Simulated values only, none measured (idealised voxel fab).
The process module presented herein is designated voxel lift off.
Square cell edge 5 nm, section width 165 nm, ID cut.
For the purposes of this document, a cross-section shall be understood as a grid of square cells, specified as bands listed in top-to-bottom order, each band consisting of one or more rows of cells. Top, bottom (nm), then materials left to right with widths (nm); lone material tagged "all across" fills the whole band edge to edge; "air" = empty space. Below 0: as-received wafer, all one material; heights counted from there. Lowest band: no bottom, goes on down, written "0 and below". You'd read "30->40" like this: the band's top row of cells is as wide as the first number, its bottom row is as wide as the second, and going down, every row changes width by the same amount as the row before did. The cross-section has no changed cell in any step marked "nothing changed". Heads up: "Internal closed voids" only lists the empty pockets with no open path to the top that are 8 cells or more, and it writes them as width x height at distance, distance from the left edge, in nm. It should be noted that, on the line of a given step, the content following the step's settings is a remark produced by the simulator itself with respect to that step. When a step includes a mask, the "overlay nm" setting on its line states how far to the right of its planned place that mask lay, and negative values state how far to the left.

Planned process steps:
step 1: op RECEIVE | material Si
step 2: op CONFORMAL_DEP | material SiO2 | thk nm 10
step 3: op PATTERN | tone open | mask id LINES | material resist | width nm 15 | pitch nm 30 | thk nm 25 | overlay nm 0
step 4: op DIRECTIONAL_DEP | material Ru | thk nm 15
step 5: op STRIP | etch materials resist
step 6: op CONFORMAL_DEP | material SiO2 | thk nm 5

This is the cross-section of the wafer as we received it, i.e. after step 1:
    0 and below = Si all across
    Internal closed voids: none

One mistake in running the module, otherwise start and plan as above: cross-section at the end:
    30 down to 25 = 35 of SiO2  5 of air  25 of SiO2  5 of air  25 of SiO2  5 of air  25 of SiO2  5 of air  35 of SiO2
    25 down to 15 = 30 of Ru  5 of SiO2  5 of air  5 of SiO2  15 of Ru  5 of SiO2  5 of air  5 of SiO2  15 of Ru  5 of SiO2  5 of air  5 of SiO2  15 of Ru  5 of SiO2  5 of air  5 of SiO2  30 of Ru
    15 down to 10 = 30 of Ru  15 of SiO2  15 of Ru  15 of SiO2  15 of Ru  15 of SiO2  15 of Ru  15 of SiO2  30 of Ru
    10 down to 0 = SiO2 all across
    0 and below = Si all across
    Internal closed voids: none
So what did we get wrong on this run? for step 3, the planned setting was not used; the step was instead run as op PATTERN | tone cover | mask id LINES | material resist | width nm 15 | pitch nm 30 | thk nm 25 | overlay nm 0
